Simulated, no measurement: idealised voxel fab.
Herein follows the process module entitled voxel capacitor over wiring.
The width of the displayed cross-section, cut, is 280 nm; its cells are square, with a size of 5 nm.
Each cross-section below is a grid of square cells, stated as bands in top-down order, with one or more rows of cells making up each band. Top height, bottom height, nm. Materials left to right, width each, nm. Single material + "everywhere" = fills band edge to edge. "air" = empty. Zero point of the height axis is 0; under it, received wafer = one material. Lowest band: continues down indefinitely, "from 0 down". A width given as "30 to 40" starts at the first number in the band's top row and ends at the second number in its bottom row, shifting by an equal amount at every step from row to row. When a step is marked "nothing got changed", none of the cells in the cross-section changed during that step. Empty spaces counting at least 8 cells and having no open way to the top are listed in "Entrapped void list". The notation width x height at distance is used for each, the distance being from the left edge and all three values in nm. The remark found on a step's line after its settings is issued by the simulator itself and pertains to that step. overlay nm: mask offset rightward from planned place, masked step; negative means leftward offset.
# Planned process steps
1) op RECEIVE | material Si
2) op CONFORMAL_DEP | material SiO2 | thk nm 15
3) op DIRECTIONAL_DEP | material TiN | thk nm 5
4) op DIRECTIONAL_DEP | material W | thk nm 20
5) op DIRECTIONAL_DEP | material aC | thk nm 10
6) op PATTERN | tone cover | mask id METAL_1 | material resist | width nm 30 | pitch nm 100 | thk nm 30 | overlay nm 0
7) op DIRECTIONAL_ETCH | etch materials aC | depth nm 10
8) op STRIP | etch materials resist
9) op DIRECTIONAL_ETCH | etch materials W | depth nm 20
10) op DIRECTIONAL_ETCH | etch materials TiN | depth nm 5
11) op STRIP | etch materials aC
12) op FILL_DEP | material SiO2 | thk nm 5
13) op CMP | height nm 40
14) op CONFORMAL_DEP | material SiCN | thk nm 5
15) op DIRECTIONAL_DEP | material SiO2 | thk nm 20
16) op PATTERN | tone open | mask id PLUG_1 | material resist | width nm 15 | thk nm 15 | overlay nm 0
17) op DIRECTIONAL_ETCH | etch materials SiO2 | depth nm 20
18) op DIRECTIONAL_ETCH | etch materials SiCN | depth nm 5
19) op STRIP | etch materials resist
20) op CONFORMAL_DEP | material TiN | thk nm 5
21) op FILL_DEP | material Cu | thk nm 5
22) op CMP | height nm 65
23) op DIRECTIONAL_DEP | material TiN | thk nm 10
24) op DIRECTIONAL_DEP | material HfO2 | thk nm 5
25) op DIRECTIONAL_DEP | material TiN | thk nm 5
26) op DIRECTIONAL_DEP | material aC | thk nm 15
27) op PATTERN | tone cover | mask id UPPER_PLATE | material resist | width nm 75 | thk nm 30 | overlay nm 0
28) op DIRECTIONAL_ETCH | etch materials aC | depth nm 15
29) op STRIP | etch materials resist
30) op DIRECTIONAL_ETCH | etch materials TiN | depth nm 5
31) op DIRECTIONAL_ETCH | etch materials HfO2 | depth nm 5
32) op STRIP | etch materials aC
33) op MASKED_ETCH | tone cover | mask id LOWER_PLATE | width nm 75 | etch materials TiN | depth nm 10 | overlay nm 0
34) op FILL_DEP | material SiO2 | thk nm 20
35) op CMP | height nm 100
36) op DIRECTIONAL_DEP | material aC | thk nm 15
37) op PATTERN | tone open | mask id PLUG_2 | material resist | width nm 15 | thk nm 35 | overlay nm 0
38) op DIRECTIONAL_ETCH | etch materials aC | depth nm 15
39) op STRIP | etch materials resist
40) op DIRECTIONAL_ETCH | etch materials SiO2 | depth nm 15
41) op STRIP | etch materials aC
42) op CONFORMAL_DEP | material TiN | thk nm 5
43) op FILL_DEP | material Ru | thk nm 10
44) op CMP | height nm 100
45) op CONFORMAL_DEP | material SiCN | thk nm 5
Same starting wafers, different width nm at step 33. Plan value belongs to the first wafer.
# Step 1 complete: as-received cross-section of the first of several wafers
    from 0 down: Si everywhere
    Entrapped void list: none
# Cross-section, first of several wafers, end of module, after last step 45
    from 105 to 100: SiCN everywhere
    from 100 to 90: SiO2=100 / TiN=5 / Ru=5 / TiN=5 / SiO2=165
    from 90 to 80: SiO2=100 to 90 / TiN=15 to 75 / SiO2=165 to 115
    from 80 to 75: SiO2=90 / HfO2=75 / SiO2=115
    from 75 to 65: SiO2=90 / TiN=75 / SiO2=115
    from 65 to 45: SiO2=90 / TiN=5 / Cu=5 / TiN=5 / SiO2=175
    from 45 to 40: SiCN=90 / TiN=15 / SiCN=175
    from 40 to 20: SiO2=75 / W=30 / SiO2=70 / W=30 / SiO2=75
    from 20 to 15: SiO2=75 / TiN=30 / SiO2=70 / TiN=30 / SiO2=75
    from 15 to 0: SiO2 everywhere
    from 0 down: Si everywhere
    Entrapped void list: none
# Module end, final wafer: cross-section
    from 105 to 100: SiCN everywhere
    from 100 to 90: SiO2=100 / TiN=5 / Ru=5 / TiN=5 / SiO2=165
    from 90 to 80: SiO2=100 to 90 / TiN=15 to 75 / SiO2=165 to 115
    from 80 to 75: SiO2=90 / HfO2=75 / SiO2=115
    from 75 to 65: SiO2=80 / TiN=100 / SiO2=100
    from 65 to 45: SiO2=90 / TiN=5 / Cu=5 / TiN=5 / SiO2=175
    from 45 to 40: SiCN=90 / TiN=15 / SiCN=175
    from 40 to 20: SiO2=75 / W=30 / SiO2=70 / W=30 / SiO2=75
    from 20 to 15: SiO2=75 / TiN=30 / SiO2=70 / TiN=30 / SiO2=75
    from 15 to 0: SiO2 everywhere
    from 0 down: Si everywhere
    Entrapped void list: none
# Below: a row per wafer. Contents at end of module: for every material, cells gained since receipt (+) or lost since receipt (-); then closed voids
width nm 75 | +4 Cu | +15 HfO2 | +2 Ru | +109 SiCN | +923 SiO2 | +75 TiN | +48 W | Entrapped void list: none
width nm 80 | +4 Cu | +15 HfO2 | +2 Ru | +109 SiCN | +921 SiO2 | +77 TiN | +48 W | Entrapped void list: none
width nm 85 | +4 Cu | +15 HfO2 | +2 Ru | +109 SiCN | +919 SiO2 | +79 TiN | +48 W | Entrapped void list: none
width nm 90 | +4 Cu | +15 HfO2 | +2 Ru | +109 SiCN | +917 SiO2 | +81 TiN | +48 W | Entrapped void list: none
width nm 95 | +4 Cu | +15 HfO2 | +2 Ru | +109 SiCN | +915 SiO2 | +83 TiN | +48 W | Entrapped void list: none
width nm 100 | +4 Cu | +15 HfO2 | +2 Ru | +109 SiCN | +913 SiO2 | +85 TiN | +48 W | Entrapped void list: none
